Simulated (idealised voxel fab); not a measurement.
process module | voxel wiring stack
cross-section cut | 300 nm wide | cells 5 nm
A cross-section is a grid of square cells, given in bands from the top down. A band is one or more rows of cells.
Each band's line starts with the height of the band's top and of its bottom, in nm. Then come its materials from left to right, each with its width in nm. One material with "throughout" fills the band from edge to edge. "air" is empty space.
Height 0 is the level under which the wafer as received is all one material. The lowest band goes on downwards, as in "0 down".
A width such as "30 to 40" changes by the same amount from each row of cells to the next, from the band's top row to its bottom row.
"no change" after a step means that no cell of the cross-section changed.
closed voids: empty space of 8 cells or more with no open way to the top, each as width x height at its distance from the left edge, in nm
after a step's settings: what the simulator itself notes on the step
overlay nm, on a step with a mask: how far to the right of its planned place the mask lay; to the left if negative
plan
1 op RECEIVE | material Si
2 op CONFORMAL_DEP | material SiO2 | thk nm 15
3 op DIRECTIONAL_DEP | material TiN | thk nm 5
4 op DIRECTIONAL_DEP | material W | thk nm 25
5 op DIRECTIONAL_DEP | material aC | thk nm 15
6 op PATTERN | tone cover | mask id METAL_1 | material resist | width nm 20 | pitch nm 35 | thk nm 30 | overlay nm 0
7 op DIRECTIONAL_ETCH | etch materials aC | depth nm 15
8 op STRIP | etch materials resist
9 op DIRECTIONAL_ETCH | etch materials W | depth nm 25
10 op DIRECTIONAL_ETCH | etch materials TiN | depth nm 5
11 op STRIP | etch materials aC
12 op FILL_DEP | material SiO2 | thk nm 10
13 op CMP | height nm 45
14 op CONFORMAL_DEP | material SiCN | thk nm 5
15 op DIRECTIONAL_DEP | material lowk | thk nm 20
16 op PATTERN | tone open | mask id PLUG_1 | material resist | width nm 15 | thk nm 20 | overlay nm 0
17 op DIRECTIONAL_ETCH | etch materials lowk | depth nm 20
18 op DIRECTIONAL_ETCH | etch materials SiCN | depth nm 5
19 op STRIP | etch materials resist
20 op EPI | material Ru | thk nm 10
21 op EPI | material Ru | thk nm 10
22 op EPI | material Ru | thk nm 5
23 op DIRECTIONAL_DEP | material TiN | thk nm 5
24 op DIRECTIONAL_DEP | material W | thk nm 25
25 op DIRECTIONAL_DEP | material aC | thk nm 15
26 op PATTERN | tone cover | mask id METAL_2 | material resist | width nm 20 | pitch nm 35 | thk nm 35 | overlay nm 0
27 op DIRECTIONAL_ETCH | etch materials aC | depth nm 15
28 op STRIP | etch materials resist
29 op DIRECTIONAL_ETCH | etch materials W | depth nm 25
30 op DIRECTIONAL_ETCH | etch materials TiN | depth nm 5
31 op STRIP | etch materials aC
32 op CONFORMAL_DEP | material SiN | thk nm 5
33 op FILL_DEP | material SiO2 | thk nm 5
34 op CMP | height nm 100
35 op CONFORMAL_DEP | material SiCN | thk nm 5
36 op DIRECTIONAL_DEP | material SiO2 | thk nm 20
37 op PATTERN | tone open | mask id PLUG_2 | material resist | width nm 15 | thk nm 20 | overlay nm 0
38 op DIRECTIONAL_ETCH | etch materials SiO2 | depth nm 20
39 op DIRECTIONAL_ETCH | etch materials SiCN | depth nm 5
40 op STRIP | etch materials resist
41 op EPI | material Ru | thk nm 10
42 op EPI | material Ru | thk nm 10
43 op EPI | material Ru | thk nm 5
44 op DIRECTIONAL_DEP | material TiN | thk nm 5
45 op DIRECTIONAL_DEP | material Ru | thk nm 15
46 op MASKED_ETCH | tone cover | mask id METAL_3 | width nm 20 | pitch nm 35 | etch materials Ru | depth nm 15 | overlay nm 0
47 op MASKED_ETCH | tone cover | mask id METAL_3 | width nm 20 | pitch nm 35 | etch materials TiN | depth nm 5 | overlay nm 0
48 op CONFORMAL_DEP | material SiCN | thk nm 5
49 op FILL_DEP | material SiO2 | thk nm 5
50 op CMP | height nm 145
51 op CONFORMAL_DEP | material SiCN | thk nm 5
first wafer, as planned
as received, after step 1
  0 down: Si throughout
  closed voids: none
after step 2
  15 to 0: SiO2 throughout
  below 0: unchanged
after step 3
  20 to 15: TiN throughout
  below 15: unchanged
after step 4
  45 to 20: W throughout
  below 20: unchanged
after step 5
  60 to 45: aC throughout
  below 45: unchanged
after step 6
  90 to 60: air 120 | resist 20 | air 15 | resist 20 | air 125
  below 60: unchanged
after step 7
  75 to 60: air 120 | resist 20 | air 15 | resist 20 | air 125
  60 to 45: air 120 | aC 20 | air 15 | aC 20 | air 125
  below 45: unchanged
after step 8
  60 to 45: air 120 | aC 20 | air 15 | aC 20 | air 125
  below 45: unchanged
after step 9
  60 to 45: air 120 | aC 20 | air 15 | aC 20 | air 125
  45 to 20: air 120 | W 20 | air 15 | W 20 | air 125
  below 20: unchanged
after step 10
  60 to 45: air 120 | aC 20 | air 15 | aC 20 | air 125
  45 to 20: air 120 | W 20 | air 15 | W 20 | air 125
  20 to 15: air 120 | TiN 20 | air 15 | TiN 20 | air 125
  below 15: unchanged
after step 11
  45 to 20: air 120 | W 20 | air 15 | W 20 | air 125
  below 20: unchanged
after step 12
  55 to 45: SiO2 throughout
  45 to 20: SiO2 120 | W 20 | SiO2 15 | W 20 | SiO2 125
  20 to 15: SiO2 120 | TiN 20 | SiO2 15 | TiN 20 | SiO2 125
  below 15: unchanged
after step 13
  45 to 20: SiO2 120 | W 20 | SiO2 15 | W 20 | SiO2 125
  below 20: unchanged
after step 14
  50 to 45: SiCN throughout
  below 45: unchanged
after step 15
  70 to 50: lowk throughout
  below 50: unchanged
after step 16
  90 to 70: resist 120 | air 15 | resist 165
  below 70: unchanged
after step 17
  90 to 70: resist 120 | air 15 | resist 165
  70 to 50: lowk 120 | air 15 | lowk 165
  below 50: unchanged
after step 18
  90 to 70: resist 120 | air 15 | resist 165
  70 to 50: lowk 120 | air 15 | lowk 165
  50 to 45: SiCN 120 | air 15 | SiCN 165
  below 45: unchanged
after step 19
  70 to 50: lowk 120 | air 15 | lowk 165
  below 50: unchanged
after step 20
  70 to 55: lowk 120 | air 15 | lowk 165
  55 to 50: lowk 120 | Ru 15 | lowk 165
  50 to 45: SiCN 120 | Ru 15 | SiCN 165
  below 45: unchanged
after step 21
  70 to 65: lowk 120 | air 15 | lowk 165
  65 to 50: lowk 120 | Ru 15 | lowk 165
  below 50: unchanged
after step 22
  70 to 50: lowk 120 | Ru 15 | lowk 165
  below 50: unchanged
after step 23
  75 to 70: TiN throughout
  below 70: unchanged
after step 24
  100 to 75: W throughout
  below 75: unchanged
after step 25
  115 to 100: aC throughout
  below 100: unchanged
after step 26
  150 to 115: air 120 | resist 20 | air 15 | resist 20 | air 125
  below 115: unchanged
after step 27
  135 to 115: air 120 | resist 20 | air 15 | resist 20 | air 125
  115 to 100: air 120 | aC 20 | air 15 | aC 20 | air 125
  below 100: unchanged
after step 28
  115 to 100: air 120 | aC 20 | air 15 | aC 20 | air 125
  below 100: unchanged
after step 29
  115 to 100: air 120 | aC 20 | air 15 | aC 20 | air 125
  100 to 75: air 120 | W 20 | air 15 | W 20 | air 125
  below 75: unchanged
after step 30
  115 to 100: air 120 | aC 20 | air 15 | aC 20 | air 125
  100 to 75: air 120 | W 20 | air 15 | W 20 | air 125
  75 to 70: air 120 | TiN 20 | air 15 | TiN 20 | air 125
  below 70: unchanged
after step 31
  100 to 75: air 120 | W 20 | air 15 | W 20 | air 125
  below 75: unchanged
after step 32
  105 to 100: air 115 | SiN 30 | air 5 | SiN 30 | air 120
  100 to 75: air 115 | SiN 5 | W 20 | SiN 5 | air 5 | SiN 5 | W 20 | SiN 5 | air 120
  75 to 70: SiN 120 | TiN 20 | SiN 15 | TiN 20 | SiN 125
  below 70: unchanged
after step 33
  110 to 105: SiO2 throughout
  105 to 100: SiO2 115 | SiN 30 | SiO2 5 | SiN 30 | SiO2 120
  100 to 75: SiO2 115 | SiN 5 | W 20 | SiN 5 | SiO2 5 | SiN 5 | W 20 | SiN 5 | SiO2 120
  below 75: unchanged
after step 34
  100 to 75: SiO2 115 | SiN 5 | W 20 | SiN 5 | SiO2 5 | SiN 5 | W 20 | SiN 5 | SiO2 120
  below 75: unchanged
after step 35
  105 to 100: SiCN throughout
  below 100: unchanged
after step 36
  125 to 105: SiO2 throughout
  below 105: unchanged
after step 37
  145 to 125: resist 120 | air 15 | resist 165
  below 125: unchanged
after step 38
  145 to 125: resist 120 | air 15 | resist 165
  125 to 105: SiO2 120 | air 15 | SiO2 165
  below 105: unchanged
after step 39
  145 to 125: resist 120 | air 15 | resist 165
  125 to 105: SiO2 120 | air 15 | SiO2 165
  105 to 100: SiCN 120 | air 15 | SiCN 165
  below 100: unchanged
after step 40
  125 to 105: SiO2 120 | air 15 | SiO2 165
  below 105: unchanged
after step 41
  125 to 110: SiO2 120 | air 15 | SiO2 165
  110 to 105: SiO2 120 | Ru 15 | SiO2 165
  105 to 100: SiCN 120 | Ru 15 | SiCN 165
  below 100: unchanged
after step 42
  125 to 120: SiO2 120 | air 15 | SiO2 165
  120 to 105: SiO2 120 | Ru 15 | SiO2 165
  below 105: unchanged
after step 43
  125 to 105: SiO2 120 | Ru 15 | SiO2 165
  below 105: unchanged
after step 44
  130 to 125: TiN throughout
  below 125: unchanged
after step 45
  145 to 130: Ru throughout
  below 130: unchanged
after step 46
  145 to 130: air 120 | Ru 20 | air 15 | Ru 20 | air 125
  below 130: unchanged
after step 47
  145 to 130: air 120 | Ru 20 | air 15 | Ru 20 | air 125
  130 to 125: air 120 | TiN 20 | air 15 | TiN 20 | air 125
  below 125: unchanged
after step 48
  150 to 145: air 115 | SiCN 30 | air 5 | SiCN 30 | air 120
  145 to 130: air 115 | SiCN 5 | Ru 20 | SiCN 5 | air 5 | SiCN 5 | Ru 20 | SiCN 5 | air 120
  130 to 125: SiCN 120 | TiN 20 | SiCN 15 | TiN 20 | SiCN 125
  below 125: unchanged
after step 49
  155 to 150: SiO2 throughout
  150 to 145: SiO2 115 | SiCN 30 | SiO2 5 | SiCN 30 | SiO2 120
  145 to 130: SiO2 115 | SiCN 5 | Ru 20 | SiCN 5 | SiO2 5 | SiCN 5 | Ru 20 | SiCN 5 | SiO2 120
  below 130: unchanged
after step 50
  145 to 130: SiO2 115 | SiCN 5 | Ru 20 | SiCN 5 | SiO2 5 | SiCN 5 | Ru 20 | SiCN 5 | SiO2 120
  below 130: unchanged
after step 51
  150 to 145: SiCN throughout
  below 145: unchanged
second wafer: like start, like plan, one mistake. Through step 15 it matches the first wafer
when step 16 should have ended
  90 to 70: air 120 | resist 15 | air 165
  below 70: unchanged
when step 17 should have ended
  90 to 70: air 120 | resist 15 | air 165
  70 to 50: air 120 | lowk 15 | air 165
  below 50: unchanged
when step 18 should have ended
  90 to 70: air 120 | resist 15 | air 165
  70 to 50: air 120 | lowk 15 | air 165
  50 to 45: air 120 | SiCN 15 | air 165
  below 45: unchanged
when step 19 should have ended
  70 to 50: air 120 | lowk 15 | air 165
  below 50: unchanged
when step 20 should have ended
  70 to 55: air 120 | lowk 15 | air 165
  55 to 50: air 120 | lowk 15 | Ru 50 | air 115
  50 to 45: air 120 | SiCN 15 | Ru 50 | air 115
  below 45: unchanged
when step 21 should have ended
  70 to 65: air 120 | lowk 15 | air 165
  65 to 50: air 120 | lowk 15 | Ru 60 | air 105
  50 to 45: air 120 | SiCN 15 | Ru 60 | air 105
  below 45: unchanged
when step 22 should have ended
  70 to 50: air 120 | lowk 15 | Ru 65 | air 100
  50 to 45: air 120 | SiCN 15 | Ru 65 | air 100
  below 45: unchanged
when step 23 should have ended
  75 to 70: air 120 | TiN 80 | air 100
  70 to 50: air 120 | lowk 15 | Ru 65 | air 100
  50 to 45: TiN 120 | SiCN 15 | Ru 65 | TiN 100
  below 45: unchanged
when step 24 should have ended
  100 to 75: air 120 | W 80 | air 100
  75 to 70: W 120 | TiN 80 | W 100
  70 to 50: W 120 | lowk 15 | Ru 65 | W 100
  below 50: unchanged
when step 25 should have ended
  115 to 100: air 120 | aC 80 | air 100
  100 to 90: air 120 | W 80 | air 100
  90 to 75: aC 120 | W 80 | aC 100
  below 75: unchanged
when step 26 should have ended
  150 to 115: air 120 | resist 20 | air 15 | resist 20 | air 125
  below 115: unchanged
when step 27 should have ended
  135 to 115: air 120 | resist 20 | air 15 | resist 20 | air 125
  115 to 100: air 120 | aC 20 | air 15 | aC 20 | air 125
  100 to 75: air 120 | W 80 | air 100
  below 75: unchanged
when step 28 should have ended
  115 to 100: air 120 | aC 20 | air 15 | aC 20 | air 125
  below 100: unchanged
when step 29 should have ended
  115 to 100: air 120 | aC 20 | air 15 | aC 20 | air 125
  100 to 75: air 120 | W 20 | air 15 | W 20 | air 125
  75 to 70: air 120 | TiN 80 | air 100
  70 to 50: air 120 | lowk 15 | Ru 65 | air 100
  below 50: unchanged
when step 30 should have ended
  115 to 100: air 120 | aC 20 | air 15 | aC 20 | air 125
  100 to 75: air 120 | W 20 | air 15 | W 20 | air 125
  75 to 70: air 120 | TiN 20 | air 15 | TiN 20 | air 125
  70 to 50: air 120 | lowk 15 | Ru 65 | air 100
  50 to 45: air 120 | SiCN 15 | Ru 65 | air 100
  below 45: unchanged
when step 31 should have ended
  100 to 75: air 120 | W 20 | air 15 | W 20 | air 125
  below 75: unchanged
when step 32 should have ended
  105 to 100: air 115 | SiN 30 | air 5 | SiN 30 | air 120
  100 to 75: air 115 | SiN 5 | W 20 | SiN 5 | air 5 | SiN 5 | W 20 | SiN 5 | air 120
  75 to 70: air 115 | SiN 5 | TiN 20 | SiN 15 | TiN 20 | SiN 30 | air 95
  70 to 50: air 115 | SiN 5 | lowk 15 | Ru 65 | SiN 5 | air 95
  50 to 45: SiN 120 | SiCN 15 | Ru 65 | SiN 100
  below 45: unchanged
when step 33 should have ended
  110 to 105: SiO2 throughout
  105 to 100: SiO2 115 | SiN 30 | SiO2 5 | SiN 30 | SiO2 120
  100 to 75: SiO2 115 | SiN 5 | W 20 | SiN 5 | SiO2 5 | SiN 5 | W 20 | SiN 5 | SiO2 120
  75 to 70: SiO2 115 | SiN 5 | TiN 20 | SiN 15 | TiN 20 | SiN 30 | SiO2 95
  70 to 50: SiO2 115 | SiN 5 | lowk 15 | Ru 65 | SiN 5 | SiO2 95
  below 50: unchanged
when step 34 should have ended
  100 to 75: SiO2 115 | SiN 5 | W 20 | SiN 5 | SiO2 5 | SiN 5 | W 20 | SiN 5 | SiO2 120
  below 75: unchanged
when step 35 should have ended
  105 to 100: SiCN throughout
  below 100: unchanged
when step 36 should have ended
  125 to 105: SiO2 throughout
  below 105: unchanged
when step 37 should have ended
  145 to 125: resist 120 | air 15 | resist 165
  below 125: unchanged
when step 38 should have ended
  145 to 125: resist 120 | air 15 | resist 165
  125 to 105: SiO2 120 | air 15 | SiO2 165
  below 105: unchanged
when step 39 should have ended
  145 to 125: resist 120 | air 15 | resist 165
  125 to 105: SiO2 120 | air 15 | SiO2 165
  105 to 100: SiCN 120 | air 15 | SiCN 165
  below 100: unchanged
when step 40 should have ended
  125 to 105: SiO2 120 | air 15 | SiO2 165
  below 105: unchanged
when step 41 should have ended
  125 to 110: SiO2 120 | air 15 | SiO2 165
  110 to 105: SiO2 120 | Ru 15 | SiO2 165
  105 to 100: SiCN 120 | Ru 15 | SiCN 165
  below 100: unchanged
when step 42 should have ended
  125 to 120: SiO2 120 | air 15 | SiO2 165
  120 to 105: SiO2 120 | Ru 15 | SiO2 165
  below 105: unchanged
when step 43 should have ended
  125 to 105: SiO2 120 | Ru 15 | SiO2 165
  below 105: unchanged
when step 44 should have ended
  130 to 125: TiN throughout
  below 125: unchanged
when step 45 should have ended
  145 to 130: Ru throughout
  below 130: unchanged
when step 46 should have ended
  145 to 130: air 120 | Ru 20 | air 15 | Ru 20 | air 125
  below 130: unchanged
when step 47 should have ended
  145 to 130: air 120 | Ru 20 | air 15 | Ru 20 | air 125
  130 to 125: air 120 | TiN 20 | air 15 | TiN 20 | air 125
  below 125: unchanged
when step 48 should have ended
  150 to 145: air 115 | SiCN 30 | air 5 | SiCN 30 | air 120
  145 to 130: air 115 | SiCN 5 | Ru 20 | SiCN 5 | air 5 | SiCN 5 | Ru 20 | SiCN 5 | air 120
  130 to 125: SiCN 120 | TiN 20 | SiCN 15 | TiN 20 | SiCN 125
  below 125: unchanged
when step 49 should have ended
  155 to 150: SiO2 throughout
  150 to 145: SiO2 115 | SiCN 30 | SiO2 5 | SiCN 30 | SiO2 120
  145 to 130: SiO2 115 | SiCN 5 | Ru 20 | SiCN 5 | SiO2 5 | SiCN 5 | Ru 20 | SiCN 5 | SiO2 120
  below 130: unchanged
when step 50 should have ended
  145 to 130: SiO2 115 | SiCN 5 | Ru 20 | SiCN 5 | SiO2 5 | SiCN 5 | Ru 20 | SiCN 5 | SiO2 120
  below 130: unchanged
when step 51 should have ended
  150 to 145: SiCN throughout
  below 145: unchanged
what went wrong: step 16 ran as: op PATTERN | tone cover | mask id PLUG_1 | material resist | width nm 15 | thk nm 20 | overlay nm 0
at the end the second wafer has, in cells: 50 more of Ru | 54 fewer of SiCN | 10 more of SiN | 210 more of SiO2 | 216 fewer of lowk
